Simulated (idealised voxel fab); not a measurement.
Name of the process module below: voxel ribs on slabs
The cross-section shown here is cut; it is 255 nm wide and divided into square cells measuring 5 nm on a side.
Throughout this document, each cross-section is represented as a grid of square cells and is presented as a sequence of bands enumerated from the top downward, where a band comprises one or more rows of cells. A band entry consists of two parts. The first gives the height of the band's top and the height of its bottom, in nm. The rest lists the band's materials from left to right, each with its width in nm. A single material labelled with the word "edge to edge" fills the band from edge to edge, and the word "air" marks empty space. Height 0 is the level under which the wafer as received is all one material. The lowest band goes on downwards, as in "from 0 down". With a width like "30..40", each row of cells in the band differs from the next by the same amount, the top row carrying the first number and the bottom row the second. A step reported as "nothing changed" is a step in which no cell of the cross-section changed. Heads up: "Sealed void listing" only lists the empty pockets with no open path to the top that are 8 cells or more, and it writes them as width x height at distance, distance from the left edge, in nm. Read whatever lies past the settings on a step's line as the simulator's own remark about the step. The line of a step may include "overlay nm". On a step with a mask, this value is how far to the right of its planned place the mask lay. A negative value means the mask lay to the left.
The process steps that were planned are listed below:
1: RECEIVE (material Si)
2: DIRECTIONAL_DEP (material SiO2; thk nm 30)
3: DIRECTIONAL_DEP (material polySi; thk nm 15)
4: MASKED_ETCH (tone cover; mask id RIB; width nm 20; etch materials polySi; depth nm 10; overlay nm 0)
5: DIRECTIONAL_DEP (material aC; thk nm 10)
6: PATTERN (tone cover; mask id SLAB; material resist; width nm 80; thk nm 25; overlay nm 0)
7: DIRECTIONAL_ETCH (etch materials aC; depth nm 10)
8: STRIP (etch materials resist)
9: DIRECTIONAL_ETCH (etch materials polySi; depth nm 5)
10: STRIP (etch materials aC)
11: FILL_DEP (material SiO2; thk nm 20)
12: CMP (height nm 60)
13: DIRECTIONAL_DEP (material W; thk nm 10)
14: DIRECTIONAL_DEP (material aC; thk nm 15)
15: PATTERN (tone cover; mask id HEATER; material resist; width nm 30; thk nm 30; overlay nm 0)
16: DIRECTIONAL_ETCH (etch materials aC; depth nm 15)
17: STRIP (etch materials resist)
18: DIRECTIONAL_ETCH (etch materials W; depth nm 10)
19: STRIP (etch materials aC)
20: CONFORMAL_DEP (material SiO2; thk nm 10)
Step 1 complete: cross-section of the wafer as received:
	from 0 down  Si edge to edge
	Sealed void listing: none
End-of-module cross-section of the first of two wafers, processed as planned:
	from 80 to 70  air (100) | SiO2 (50) | air (105)
	from 70 to 60  SiO2 (110) | W (30) | SiO2 (115)
	from 60 to 45  SiO2 edge to edge
	from 45 to 35  SiO2 (115) | polySi (20) | SiO2 (120)
	from 35 to 30  SiO2 (85) | polySi (80) | SiO2 (90)
	from 30 to 0  SiO2 edge to edge
	from 0 down  Si edge to edge
	Sealed void listing: none
Here is the second of the two wafers cut open at the end of the module - same start, same plan as the first one, but we made one mistake running it:
	from 80 to 70  air (100) | SiO2 (50) | air (105)
	from 70 to 60  SiO2 (110) | W (30) | SiO2 (115)
	from 60 to 50  SiO2 (115) | polySi (20) | SiO2 (120)
	from 50 to 45  SiO2 (85) | polySi (80) | SiO2 (90)
	from 45 to 30  polySi edge to edge
	from 30 to 0  SiO2 edge to edge
	from 0 down  Si edge to edge
	Sealed void listing: none
Nonconformance to the process plan: step 3 of the plan saw execution twice
Final wafer comparison in cells, second versus first, more or fewer per material: -153 SiO2, +153 polySi
